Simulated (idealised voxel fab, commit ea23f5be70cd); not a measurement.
The process module that follows is named voxel gate over fins.
Xsec cut, 160 nm wide, square cell size 5 nm.
For the purposes of this document, a cross-section shall be understood as a grid of square cells, specified as bands listed in top-to-bottom order, each band consisting of one or more rows of cells. Heights first: top, then bottom, in nm. Then materials, left to right, each with a width in nm. "throughout" on a single material: fills the band edge to edge. "air": empty space. Where do heights start? At 0: under that level the wafer as delivered is made of one material only. And the lowest band has no floor; it just carries on downward, as in "0 and below". Width "30->40": first value at the band's top row of cells, second value at its bottom row, equal change from row to row. Basically "no modifications" means that step didn't change any cell in the cross-section. Heads up: "Fully closed voids" only lists the empty pockets with no open path to the top that are 8 cells or more, and it writes them as width x height at distance, distance from the left edge, in nm. Anything after a step's settings on that line? It's the simulator's own note about the step. overlay nm: mask offset rightward from planned place, masked step; negative means leftward offset.

THIS SECTION LISTS THE PROCESS STEPS THAT WERE PLANNED
1,RECEIVE with material Si
2,CONFORMAL_DEP with material SiN, thk nm 5
3,MASKED_ETCH with tone cover, mask id FINS, width nm 15, pitch nm 40, etch materials SiN, depth nm 5, overlay nm 0
4,MASKED_ETCH with tone cover, mask id FINS, width nm 15, pitch nm 40, etch materials Si, depth nm 30, overlay nm 0
5,OXIDIZE with depth nm 5
6,FILL_DEP with material SiO2, thk nm 15
7,CMP with height nm 5
8,SELECTIVE_ETCH with etch materials SiO2, depth nm 15
9,STRIP with etch materials SiN
10,CONFORMAL_DEP with material HfO2, thk nm 5
11,CONFORMAL_DEP with material TiN, thk nm 5
12,FILL_DEP with material W, thk nm 10
13,CMP with height nm 15
14,CONFORMAL_DEP with material SiCN, thk nm 10

ON THE FIRST OF THE TWO WAFERS: RUN CONDUCTED ACCORDING TO PLAN

CROSS-SECTIONAL VIEW OF THE WAFER IN ITS AS-RECEIVED CONDITION, CORRESPONDING TO THE STATE AFTER STEP 1
- 0 and below: Si throughout
- Fully closed voids: none

CROSS-SECTION: WAFER STATE AFTER STEP 2
- 5 down to 0: SiN throughout
- Below 0, the layers are the same as they were.

CROSS-SECTION: WAFER STATE AFTER STEP 3
- 5 down to 0: air 50; SiN 15; air 25; SiN 15; air 55
- Below 0, the layers are the same as they were.

CROSS-SECTION: WAFER STATE AFTER STEP 4
- 5 down to 0: air 50; SiN 15; air 25; SiN 15; air 55
- 0 down to -30: air 50; Si 15; air 25; Si 15; air 55
- Below -30, the layers are the same as they were.

CROSS-SECTION: WAFER STATE AFTER STEP 5
- 5 down to 0: air 50; SiN 15; air 25; SiN 15; air 55
- 0 down to -30: air 50; SiO2 5; Si 5; SiO2 5; air 25; SiO2 5; Si 5; SiO2 5; air 55
- -30 down to -35: SiO2 55; Si 5; SiO2 35; Si 5; SiO2 60
- Below -35, the layers are the same as they were.

CROSS-SECTION: WAFER STATE AFTER STEP 6
- 20 down to 5: SiO2 throughout
- 5 down to 0: SiO2 50; SiN 15; SiO2 25; SiN 15; SiO2 55
- 0 down to -35: SiO2 55; Si 5; SiO2 35; Si 5; SiO2 60
- Below -35, the layers are the same as they were.

CROSS-SECTION: WAFER STATE AFTER STEP 7
- 5 down to 0: SiO2 50; SiN 15; SiO2 25; SiN 15; SiO2 55
- Below 0, the layers are the same as they were.

CROSS-SECTION: WAFER STATE AFTER STEP 8
- 5 down to 0: air 50; SiN 15; air 25; SiN 15; air 55
- 0 down to -10: air 55; Si 5; air 35; Si 5; air 60
- Below -10, the layers are the same as they were.

CROSS-SECTION: WAFER STATE AFTER STEP 9
- 0 down to -10: air 55; Si 5; air 35; Si 5; air 60
- Below -10, the layers are the same as they were.

CROSS-SECTION: WAFER STATE AFTER STEP 10
- 5 down to 0: air 50; HfO2 15; air 25; HfO2 15; air 55
- 0 down to -5: air 50; HfO2 5; Si 5; HfO2 5; air 25; HfO2 5; Si 5; HfO2 5; air 55
- -5 down to -10: HfO2 55; Si 5; HfO2 35; Si 5; HfO2 60
- Below -10, the layers are the same as they were.

CROSS-SECTION: WAFER STATE AFTER STEP 11
- 10 down to 5: air 45; TiN 25; air 15; TiN 25; air 50
- 5 down to 0: air 45; TiN 5; HfO2 15; TiN 5; air 15; TiN 5; HfO2 15; TiN 5; air 50
- 0 down to -5: TiN 50; HfO2 5; Si 5; HfO2 5; TiN 25; HfO2 5; Si 5; HfO2 5; TiN 55
- Below -5, the layers are the same as they were.

CROSS-SECTION: WAFER STATE AFTER STEP 12
- 20 down to 10: W throughout
- 10 down to 5: W 45; TiN 25; W 15; TiN 25; W 50
- 5 down to 0: W 45; TiN 5; HfO2 15; TiN 5; W 15; TiN 5; HfO2 15; TiN 5; W 50
- Below 0, the layers are the same as they were.

CROSS-SECTION: WAFER STATE AFTER STEP 13
- 15 down to 10: W throughout
- Below 10, the layers are the same as they were.

CROSS-SECTION: WAFER STATE AFTER STEP 14
- 25 down to 15: SiCN throughout
- Below 15, the layers are the same as they were.

COMPANION WAFER, THE SECOND OF TWO: SAME BEGINNING, SAME INTENDED SEQUENCE, ONE MISTAKE IN CARRYING IT OUT; THROUGH STEP 2 INCLUSIVE IT TRACKS THE FIRST EXACTLY

CROSS-SECTION OF THE SECOND WAFER AT THE TIME STEP 3 OF THE PLAN SHOULD HAVE ENDED
- 5 down to 0: air 60; SiN 15; air 25; SiN 15; air 45
- Below 0, the layers are the same as they were.

CROSS-SECTION OF THE SECOND WAFER AT THE TIME STEP 4 OF THE PLAN SHOULD HAVE ENDED
- 5 down to 0: air 60; SiN 15; air 25; SiN 15; air 45
- 0 down to -30: air 50; Si 25; air 15; Si 25; air 45
- Below -30, the layers are the same as they were.

CROSS-SECTION OF THE SECOND WAFER AT THE TIME STEP 5 OF THE PLAN SHOULD HAVE ENDED
- 5 down to 0: air 60; SiN 15; air 25; SiN 15; air 45
- 0 down to -5: air 50; SiO2 15; Si 5; SiO2 5; air 15; SiO2 15; Si 5; SiO2 5; air 45
- -5 down to -30: air 50; SiO2 5; Si 15; SiO2 5; air 15; SiO2 5; Si 15; SiO2 5; air 45
- -30 down to -35: SiO2 55; Si 15; SiO2 25; Si 15; SiO2 50
- Below -35, the layers are the same as they were.

CROSS-SECTION OF THE SECOND WAFER AT THE TIME STEP 6 OF THE PLAN SHOULD HAVE ENDED
- 20 down to 5: SiO2 throughout
- 5 down to 0: SiO2 60; SiN 15; SiO2 25; SiN 15; SiO2 45
- 0 down to -5: SiO2 65; Si 5; SiO2 35; Si 5; SiO2 50
- -5 down to -35: SiO2 55; Si 15; SiO2 25; Si 15; SiO2 50
- Below -35, the layers are the same as they were.

CROSS-SECTION OF THE SECOND WAFER AT THE TIME STEP 7 OF THE PLAN SHOULD HAVE ENDED
- 5 down to 0: SiO2 60; SiN 15; SiO2 25; SiN 15; SiO2 45
- Below 0, the layers are the same as they were.

CROSS-SECTION OF THE SECOND WAFER AT THE TIME STEP 8 OF THE PLAN SHOULD HAVE ENDED
- 5 down to 0: air 60; SiN 15; air 25; SiN 15; air 45
- 0 down to -10: air 65->55; Si 5->15; air 35->25; Si 5->15; air 50
- Below -10, the layers are the same as they were.

CROSS-SECTION OF THE SECOND WAFER AT THE TIME STEP 9 OF THE PLAN SHOULD HAVE ENDED
- 0 down to -10: air 65->55; Si 5->15; air 35->25; Si 5->15; air 50
- Below -10, the layers are the same as they were.

CROSS-SECTION OF THE SECOND WAFER AT THE TIME STEP 10 OF THE PLAN SHOULD HAVE ENDED
- 5 down to 0: air 60; HfO2 15; air 25; HfO2 15; air 45
- 0 down to -5: air 50; HfO2 15; Si 5; HfO2 5; air 15; HfO2 15; Si 5; HfO2 5; air 45
- -5 down to -10: HfO2 55; Si 15; HfO2 25; Si 15; HfO2 50
- Below -10, the layers are the same as they were.

CROSS-SECTION OF THE SECOND WAFER AT THE TIME STEP 11 OF THE PLAN SHOULD HAVE ENDED
- 10 down to 5: air 55; TiN 25; air 15; TiN 25; air 40
- 5 down to 0: air 45; TiN 15; HfO2 15; TiN 5; air 5; TiN 15; HfO2 15; TiN 5; air 40
- 0 down to -5: TiN 50; HfO2 15; Si 5; HfO2 5; TiN 15; HfO2 15; Si 5; HfO2 5; TiN 45
- Below -5, the layers are the same as they were.

CROSS-SECTION OF THE SECOND WAFER AT THE TIME STEP 12 OF THE PLAN SHOULD HAVE ENDED
- 20 down to 10: W throughout
- 10 down to 5: W 55; TiN 25; W 15; TiN 25; W 40
- 5 down to 0: W 45; TiN 15; HfO2 15; TiN 5; W 5; TiN 15; HfO2 15; TiN 5; W 40
- Below 0, the layers are the same as they were.

CROSS-SECTION OF THE SECOND WAFER AT THE TIME STEP 13 OF THE PLAN SHOULD HAVE ENDED
- 15 down to 10: W throughout
- Below 10, the layers are the same as they were.

CROSS-SECTION OF THE SECOND WAFER AT THE TIME STEP 14 OF THE PLAN SHOULD HAVE ENDED
- 25 down to 15: SiCN throughout
- Below 15, the layers are the same as they were.
Where did the run depart from the plan? not per plan at step 3, really ran MASKED_ETCH with tone cover, mask id FINS, width nm 15, pitch nm 40, etch materials SiN, depth nm 5, overlay nm 10
Final cells, second wafer relative to first, materials higher or lower: Si: 24 more; SiO2: 20 fewer; W: 4 fewer
